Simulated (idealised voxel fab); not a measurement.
process module | voxel capacitor over wiring
cross-section cut | 220 nm wide | cells 5 nm
A cross-section is a grid of square cells, given in bands from the top down. A band is one or more rows of cells.
Each band's line starts with the height of the band's top and of its bottom, in nm. Then come its materials from left to right, each with its width in nm. One material with "throughout" fills the band from edge to edge. "air" is empty space.
Height 0 is the level under which the wafer as received is all one material. The lowest band goes on downwards, as in "0 down".
A width such as "30 to 40" changes by the same amount from each row of cells to the next, from the band's top row to its bottom row.
"no change" after a step means that no cell of the cross-section changed.
closed voids: empty space of 8 cells or more with no open way to the top, each as width x height at its distance from the left edge, in nm
after a step's settings: what the simulator itself notes on the step
overlay nm, on a step with a mask: how far to the right of its planned place the mask lay; to the left if negative
plan
1 op RECEIVE | material Si
2 op CONFORMAL_DEP | material SiO2 | thk nm 10
3 op CONFORMAL_DEP | material SiCN | thk nm 5
4 op DIRECTIONAL_DEP | material lowk | thk nm 20
5 op DIRECTIONAL_DEP | material aC | thk nm 15
6 op PATTERN | tone open | mask id METAL_1 | material resist | width nm 30 | pitch nm 90 | thk nm 30 | overlay nm 0
7 op DIRECTIONAL_ETCH | etch materials aC | depth nm 15
8 op STRIP | etch materials resist
9 op DIRECTIONAL_ETCH | etch materials lowk | depth nm 20
10 op DIRECTIONAL_ETCH | etch materials SiCN | depth nm 5
11 op STRIP | etch materials aC
12 op CONFORMAL_DEP | material TiN | thk nm 5
13 op FILL_DEP | material Cu | thk nm 10
14 op CMP | height nm 35
15 op CONFORMAL_DEP | material SiCN | thk nm 5
16 op DIRECTIONAL_DEP | material lowk | thk nm 10
17 op PATTERN | tone open | mask id PLUG_1 | material resist | width nm 15 | thk nm 15 | overlay nm 0
18 op DIRECTIONAL_ETCH | etch materials lowk | depth nm 10
19 op DIRECTIONAL_ETCH | etch materials SiCN | depth nm 5
20 op STRIP | etch materials resist
21 op CONFORMAL_DEP | material TiN | thk nm 5
22 op FILL_DEP | material Ru | thk nm 5
23 op CMP | height nm 50
24 op DIRECTIONAL_DEP | material TiN | thk nm 10
25 op DIRECTIONAL_DEP | material SiN | thk nm 5
26 op DIRECTIONAL_DEP | material TiN | thk nm 10
27 op DIRECTIONAL_DEP | material aC | thk nm 15
28 op PATTERN | tone cover | mask id UPPER_PLATE | material resist | width nm 65 | thk nm 35 | overlay nm 0
29 op DIRECTIONAL_ETCH | etch materials aC | depth nm 15
30 op STRIP | etch materials resist
31 op DIRECTIONAL_ETCH | etch materials TiN | depth nm 10
32 op DIRECTIONAL_ETCH | etch materials SiN | depth nm 5
33 op STRIP | etch materials aC
34 op PATTERN | tone cover | mask id LOWER_PLATE | material resist | width nm 75 | thk nm 20 | overlay nm 0
35 op DIRECTIONAL_ETCH | etch materials TiN | depth nm 10
36 op STRIP | etch materials resist
37 op FILL_DEP | material SiO2 | thk nm 15
38 op CMP | height nm 85
39 op DIRECTIONAL_DEP | material aC | thk nm 15
40 op PATTERN | tone open | mask id PLUG_2 | material resist | width nm 15 | thk nm 30 | overlay nm 0
41 op DIRECTIONAL_ETCH | etch materials aC | depth nm 15
42 op STRIP | etch materials resist
43 op DIRECTIONAL_ETCH | etch materials SiO2 | depth nm 10
44 op STRIP | etch materials aC
45 op CONFORMAL_DEP | material TiN | thk nm 5
46 op FILL_DEP | material Ru | thk nm 10
47 op CMP | height nm 85
48 op CONFORMAL_DEP | material SiN | thk nm 5
as received, after step 1
  0 down: Si throughout
  closed voids: none
a wafer at the end: this start, this plan, one mistake
  90 to 85: SiN throughout
  85 to 80: SiO2 75 | TiN 5 | Ru 5 | TiN 5 | SiO2 130
  80 to 75: SiO2 75 | TiN 15 | SiO2 130
  75 to 70: SiO2 throughout
  70 to 60: SiO2 65 | TiN 65 | SiO2 90
  60 to 50: SiO2 60 | TiN 75 | SiO2 85
  50 to 40: lowk 65 | TiN 5 | Ru 5 | TiN 5 | lowk 140
  40 to 35: SiCN 65 | TiN 15 | SiCN 140
  35 to 15: lowk 50 | TiN 5 | Cu 20 | TiN 5 | lowk 60 | TiN 5 | Cu 20 | TiN 5 | lowk 50
  15 to 10: SiCN 50 | TiN 30 | SiCN 60 | TiN 30 | SiCN 50
  10 to 0: SiO2 throughout
  0 down: Si throughout
  closed voids: none
what went wrong: step 25 was left out
